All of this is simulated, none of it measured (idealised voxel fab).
This section sets out a process module, namely voxel self aligned contacts.
Cross-section cut spans 240 nm and uses square cells 5 nm in size.
Cross-section, as written here: a square-cell grid given band by band from the top down, where a band holds one or more rows of cells.
Look at the band entry: it leads with the top's height and the bottom's height in nm. Then it lists the materials left to right, with a width in nm for each. The word "throughout" on a single material says that material fills the band edge to edge. The word "empty" is empty space.
The level at which height equals 0 is the one under which the wafer, as it arrives, is entirely one material. No lower edge exists for the bottom band, which continues downward and is notated as in "0 nm and below".
Graded width ("30->40"): value in top row of band = first number; value in bottom row = second number; row-to-row change constant.
Step note "identical to before" = no cross-section cell changed.
"Cavities, closed" enumerates empty spaces isolated from the top, with no open way to it, that contain at least 8 cells, giving each as width x height at distance from the left edge, all three in nm.
That trailing text on a step's line, after the settings, is the simulator's own remark on the step.
For masked steps, "overlay nm" on the step line gives how far right of plan the mask actually lay; a minus sign means it lay to the left.
Structure of the following material. The material consists of pairs of cross-sections. Each pair comprises the cross-section before one process step and the cross-section after that step, the latter shown only down to the lowest band that changed. The step between the cross-sections is specified beneath each pair, including its settings. Pairs are not necessarily consecutive: they may derive from different runs of this module performed on the same starting wafer. Continuity with the pair above is to be assumed only where the entry headed "Pre-step condition" of the pair in question states it.
Pre-step condition:
	65 nm to 50 nm: aC=60 | empty=115 | aC=65
	50 nm to 45 nm: SiO2=60 | empty=115 | SiO2=65
	45 nm to 25 nm: SiO2=30 | empty=175 | SiO2=35
	25 nm to 5 nm: SiO2=30 | empty=10 | polySi=25 | empty=40 | polySi=25 | empty=40 | polySi=25 | empty=10 | SiO2=35
	5 nm to 0 nm: SiO2=75 | empty=20 | SiO2=45 | empty=20 | SiO2=80
	0 nm and below: Si throughout
	Cavities, closed: none
As Processed:
	70 nm to 65 nm: TiN=65 | empty=105 | TiN=70
	65 nm to 50 nm: aC=60 | TiN=5 | empty=105 | TiN=5 | aC=65
	50 nm to 40 nm: SiO2=60->30 | TiN=5->35 | empty=105 | TiN=5->35 | SiO2=65->35
	40 nm to 30 nm: SiO2=30 | TiN=5 | empty=165 | TiN=5 | SiO2=35
	30 nm to 25 nm: SiO2=30 | TiN=40 | empty=30 | TiN=35 | empty=30 | TiN=40 | SiO2=35
	25 nm to 10 nm: SiO2=30 | TiN=10 | polySi=25 | TiN=5 | empty=30 | TiN=5 | polySi=25 | TiN=5 | empty=30 | TiN=5 | polySi=25 | TiN=10 | SiO2=35
	10 nm to 5 nm: SiO2=30 | TiN=10 | polySi=25 | TiN=15 | empty=10 | TiN=15 | polySi=25 | TiN=15 | empty=10 | TiN=15 | polySi=25 | TiN=10 | SiO2=35
	5 nm to 0 nm: SiO2=75 | TiN=20 | SiO2=45 | TiN=20 | SiO2=80
	Below a height of 0, the structure has not been altered.
	Cavities, closed: none
What was done to get from the before section above to the after section? op CONFORMAL_DEP | material TiN | thk nm 5
Pre-step condition: Reference is made to the cross-section shown after the step in the pair directly above, which represents the state prior to this step.
As Processed:
	80 nm to 70 nm: Ru throughout
	70 nm to 65 nm: TiN=65 | Ru=105 | TiN=70
	65 nm to 50 nm: aC=60 | TiN=5 | Ru=105 | TiN=5 | aC=65
	50 nm to 40 nm: SiO2=60->30 | TiN=5->35 | Ru=105 | TiN=5->35 | SiO2=65->35
	40 nm to 30 nm: SiO2=30 | TiN=5 | Ru=165 | TiN=5 | SiO2=35
	30 nm to 25 nm: SiO2=30 | TiN=40 | Ru=30 | TiN=35 | Ru=30 | TiN=40 | SiO2=35
	25 nm to 10 nm: SiO2=30 | TiN=10 | polySi=25 | TiN=5 | Ru=30 | TiN=5 | polySi=25 | TiN=5 | Ru=30 | TiN=5 | polySi=25 | TiN=10 | SiO2=35
	10 nm to 5 nm: SiO2=30 | TiN=10 | polySi=25 | TiN=15 | Ru=10 | TiN=15 | polySi=25 | TiN=15 | Ru=10 | TiN=15 | polySi=25 | TiN=10 | SiO2=35
	Below a height of 5, the structure has not been altered.
	Cavities, closed: none
What was done to get from the before section above to the after section? op FILL_DEP | material Ru | thk nm 10
Pre-step condition: Reference is made to the cross-section shown after the step in the pair directly above, which represents the state prior to this step.
As Processed:
	50 nm to 40 nm: SiO2=60->30 | TiN=5->35 | Ru=105 | TiN=5->35 | SiO2=65->35
	Below a height of 40, the structure has not been altered.
	Cavities, closed: none
What was done to get from the before section above to the after section? op CMP | height nm 50
Pre-step condition: Reference is made to the cross-section shown after the step in the pair directly above, which represents the state prior to this step.
As Processed:
	55 nm to 50 nm: SiN throughout
	Below a height of 50, the structure has not been altered.
	Cavities, closed: none
What was done to get from the before section above to the after section? op CONFORMAL_DEP | material SiN | thk nm 5
Pre-step condition:
	65 nm to 50 nm: aC throughout
	50 nm to 45 nm: SiO2 throughout
	45 nm to 25 nm: SiO2=30 | SiN=45 | SiO2=20 | SiN=45 | SiO2=20 | SiN=45 | SiO2=35
	25 nm to 5 nm: SiO2=30 | SiN=10 | polySi=25 | SiN=10 | SiO2=20 | SiN=10 | polySi=25 | SiN=10 | SiO2=20 | SiN=10 | polySi=25 | SiN=10 | SiO2=35
	5 nm to 0 nm: SiO2 throughout
	0 nm and below: Si throughout
	Cavities, closed: none
As Processed:
	95 nm to 65 nm: empty=60 | resist=50 | empty=15 | resist=50 | empty=65
	Below a height of 65, the structure has not been altered.
	Cavities, closed: none
What was done to get from the before section above to the after section? op PATTERN | tone cover | mask id CONTACT | material resist | width nm 50 | pitch nm 65 | thk nm 30 | overlay nm 0
Pre-step condition: Reference is made to the cross-section shown after the step in the pair directly above, which represents the state prior to this step.
As Processed:
	80 nm to 65 nm: empty=60 | resist=50 | empty=15 | resist=50 | empty=65
	65 nm to 50 nm: empty=60 | aC=50 | empty=15 | aC=50 | empty=65
	Below a height of 50, the structure has not been altered.
	Cavities, closed: none
What was done to get from the before section above to the after section? op DIRECTIONAL_ETCH | etch materials aC | depth nm 15
Pre-step condition: Reference is made to the cross-section shown after the step in the pair directly above, which represents the state prior to this step.
As Processed:
	65 nm to 50 nm: empty=60 | aC=50 | empty=15 | aC=50 | empty=65
	Below a height of 50, the structure has not been altered.
	Cavities, closed: none
What was done to get from the before section above to the after section? op STRIP | etch materials resist
Pre-step condition: Reference is made to the cross-section shown after the step in the pair directly above, which represents the state prior to this step.
As Processed:
	65 nm to 50 nm: empty=60 | aC=50 | empty=15 | aC=50 | empty=65
	50 nm to 45 nm: empty=60 | SiO2=50 | empty=15 | SiO2=50 | empty=65
	45 nm to 25 nm: empty=30 | SiN=45 | SiO2=20 | SiN=45 | SiO2=20 | SiN=45 | empty=35
	25 nm to 5 nm: empty=30 | SiN=10 | polySi=25 | SiN=10 | SiO2=20 | SiN=10 | polySi=25 | SiN=10 | SiO2=20 | SiN=10 | polySi=25 | SiN=10 | empty=35
	5 nm to 0 nm: empty=30 | SiO2=175 | empty=35
	Below a height of 0, the structure has not been altered.
	Cavities, closed: none
What was done to get from the before section above to the after section? op DIRECTIONAL_ETCH | etch materials SiO2 | depth nm 50
Pre-step condition: Reference is made to the cross-section shown after the step in the pair directly above, which represents the state prior to this step.
As Processed:
	50 nm to 45 nm: empty=60 | SiO2=50 | empty=15 | SiO2=50 | empty=65
	Below a height of 45, the structure has not been altered.
	Cavities, closed: none
What was done to get from the before section above to the after section? op STRIP | etch materials aC
Pre-step condition: Reference is made to the cross-section shown after the step in the pair directly above, which represents the state prior to this step.
As Processed:
	55 nm to 50 nm: empty=55 | TiN=60 | empty=5 | TiN=60 | empty=60
	50 nm to 45 nm: empty=25 | TiN=35 | SiO2=50 | TiN=15 | SiO2=50 | TiN=35 | empty=30
	45 nm to 25 nm: empty=25 | TiN=5 | SiN=45 | SiO2=20 | SiN=45 | SiO2=20 | SiN=45 | TiN=5 | empty=30
	25 nm to 5 nm: empty=25 | TiN=5 | SiN=10 | polySi=25 | SiN=10 | SiO2=20 | SiN=10 | polySi=25 | SiN=10 | SiO2=20 | SiN=10 | polySi=25 | SiN=10 | TiN=5 | empty=30
	5 nm to 0 nm: TiN=30 | SiO2=175 | TiN=35
	Below a height of 0, the structure has not been altered.
	Cavities, closed: none
What was done to get from the before section above to the after section? op CONFORMAL_DEP | material TiN | thk nm 5
Pre-step condition: Reference is made to the cross-section shown after the step in the pair directly above, which represents the state prior to this step.
As Processed:
	65 nm to 55 nm: Ru throughout
	55 nm to 50 nm: Ru=55 | TiN=60 | Ru=5 | TiN=60 | Ru=60
	50 nm to 45 nm: Ru=25 | TiN=35 | SiO2=50 | TiN=15 | SiO2=50 | TiN=35 | Ru=30
	45 nm to 25 nm: Ru=25 | TiN=5 | SiN=45 | SiO2=20 | SiN=45 | SiO2=20 | SiN=45 | TiN=5 | Ru=30
	25 nm to 5 nm: Ru=25 | TiN=5 | SiN=10 | polySi=25 | SiN=10 | SiO2=20 | SiN=10 | polySi=25 | SiN=10 | SiO2=20 | SiN=10 | polySi=25 | SiN=10 | TiN=5 | Ru=30
	Below a height of 5, the structure has not been altered.
	Cavities, closed: none
What was done to get from the before section above to the after section? op FILL_DEP | material Ru | thk nm 10
Pre-step condition: Reference is made to the cross-section shown after the step in the pair directly above, which represents the state prior to this step.
As Processed:
	50 nm to 45 nm: Ru=25 | TiN=35 | SiO2=50 | TiN=15 | SiO2=50 | TiN=35 | Ru=30
	Below a height of 45, the structure has not been altered.
	Cavities, closed: none
What was done to get from the before section above to the after section? op CMP | height nm 50
Pre-step condition: Reference is made to the cross-section shown after the step in the pair directly above, which represents the state prior to this step.
As Processed:
	55 nm to 50 nm: SiN throughout
	Below a height of 50, the structure has not been altered.
	Cavities, closed: none
What was done to get from the before section above to the after section? op CONFORMAL_DEP | material SiN | thk nm 5
